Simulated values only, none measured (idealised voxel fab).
Process module name: voxel self aligned vias
Square cell edge 5 nm, section width 255 nm, ID cut.
Format of a cross-section: grid, square cells. Given as bands. Order: top down. Band: one or more rows of cells.
The band entry comprises the height of the band's top followed by the height of its bottom, expressed in nm, and subsequently the band's materials from left to right, each stated together with its width in nm. Where a single material is marked with the word "full width", that material fills the band from edge to edge. The word "empty" represents empty space.
It should be noted that heights are counted from 0, beneath which the wafer as supplied is of one material throughout, and that the lowest band possesses no lower boundary but continues downward, as written in "from 0 down".
A two-number width, for instance "30->40", indicates that the width is equal to the first number in the top row of the band and to the second number in the bottom row, and that it changes by a constant amount per row of cells.
A step reported as "identical to before" is a step in which no cell of the cross-section changed.
This entry, "Listed closed voids", enumerates those empty regions of no fewer than 8 cells that possess no open connection to the top. Each region is reported in the form width x height at distance, the distance being taken from the left edge, with all three quantities expressed in nm.
Past the settings on a step's line: simulator remark, on that step.
For masked steps, "overlay nm" on the step line gives how far right of plan the mask actually lay; a minus sign means it lay to the left.

The process steps that were planned are listed below:
1) RECEIVE [material Si]
2) CONFORMAL_DEP [material SiO2] [thk nm 10]
3) CONFORMAL_DEP [material SiCN] [thk nm 5]
4) DIRECTIONAL_DEP [material lowk] [thk nm 25]
5) PATTERN [tone open] [mask id LINES] [material resist] [width nm 25] [pitch nm 55] [thk nm 20] [overlay nm 0]
6) DIRECTIONAL_ETCH [etch materials lowk] [depth nm 25]
7) STRIP [etch materials resist]
8) CONFORMAL_DEP [material TiN] [thk nm 5]
9) FILL_DEP [material Ru] [thk nm 10]
10) CMP [height nm 40]
11) SELECTIVE_ETCH [etch materials W Ru TiN] [depth nm 5]
12) FILL_DEP [material SiN] [thk nm 10]
13) CMP [height nm 40]
14) DIRECTIONAL_DEP [material lowk] [thk nm 15]
15) DIRECTIONAL_DEP [material aC] [thk nm 15]
16) PATTERN [tone open] [mask id VIAS] [material resist] [width nm 35] [pitch nm 55] [thk nm 30] [overlay nm 0]
17) DIRECTIONAL_ETCH [etch materials aC] [depth nm 15]
18) STRIP [etch materials resist]
19) DIRECTIONAL_ETCH [etch materials lowk] [depth nm 15]
20) DIRECTIONAL_ETCH [etch materials SiN] [depth nm 5]
21) STRIP [etch materials aC]
22) CONFORMAL_DEP [material TiN] [thk nm 5]
23) FILL_DEP [material Cu] [thk nm 10]
24) CMP [height nm 55]
25) CONFORMAL_DEP [material SiCN] [thk nm 5]

Incoming wafer, cross-sectional view, post step 1:
- from 0 down: Si full width
- Listed closed voids: none

First of two wafers: cross-section at end of module, run per plan:
- from 60 to 55: SiCN full width
- from 55 to 45: lowk 80 nm; TiN 5 nm; Cu 25 nm; TiN 5 nm; lowk 20 nm; TiN 5 nm; Cu 25 nm; TiN 5 nm; lowk 85 nm
- from 45 to 40: lowk 80 nm; TiN 10 nm; Cu 15 nm; TiN 10 nm; lowk 20 nm; TiN 10 nm; Cu 15 nm; TiN 10 nm; lowk 85 nm
- from 40 to 35: lowk 85 nm; TiN 25 nm; lowk 30 nm; TiN 25 nm; lowk 90 nm
- from 35 to 20: lowk 85 nm; TiN 5 nm; Ru 15 nm; TiN 5 nm; lowk 30 nm; TiN 5 nm; Ru 15 nm; TiN 5 nm; lowk 90 nm
- from 20 to 15: lowk 85 nm; TiN 25 nm; lowk 30 nm; TiN 25 nm; lowk 90 nm
- from 15 to 10: SiCN full width
- from 10 to 0: SiO2 full width
- from 0 down: Si full width
- Listed closed voids: none

This cross-section belongs to the second wafer of two at the end of the module; the start and the plan were shared with the first, and the run included one mistake:
- from 60 to 55: SiCN full width
- from 55 to 45: Cu 75 nm; TiN 5 nm; lowk 35 nm; TiN 5 nm; Cu 10 nm; TiN 5 nm; lowk 35 nm; TiN 5 nm; Cu 80 nm
- from 45 to 40: TiN 80 nm; lowk 35 nm; TiN 20 nm; lowk 35 nm; TiN 85 nm
- from 40 to 35: lowk 85 nm; SiN 25 nm; lowk 30 nm; SiN 25 nm; lowk 90 nm
- from 35 to 20: lowk 85 nm; TiN 5 nm; Ru 15 nm; TiN 5 nm; lowk 30 nm; TiN 5 nm; Ru 15 nm; TiN 5 nm; lowk 90 nm
- from 20 to 15: lowk 85 nm; TiN 25 nm; lowk 30 nm; TiN 25 nm; lowk 90 nm
- from 15 to 10: SiCN full width
- from 10 to 0: SiO2 full width
- from 0 down: Si full width
- Listed closed voids: none
Processing error: off-plan run, step 16, actual operation and settings PATTERN [tone cover] [mask id VIAS] [material resist] [width nm 35] [pitch nm 55] [thk nm 30] [overlay nm 0]
The closing comparison, in cells, has the second wafer with more or fewer of some materials than the first: Cu +40 | SiN +10 | TiN +19 | lowk -69
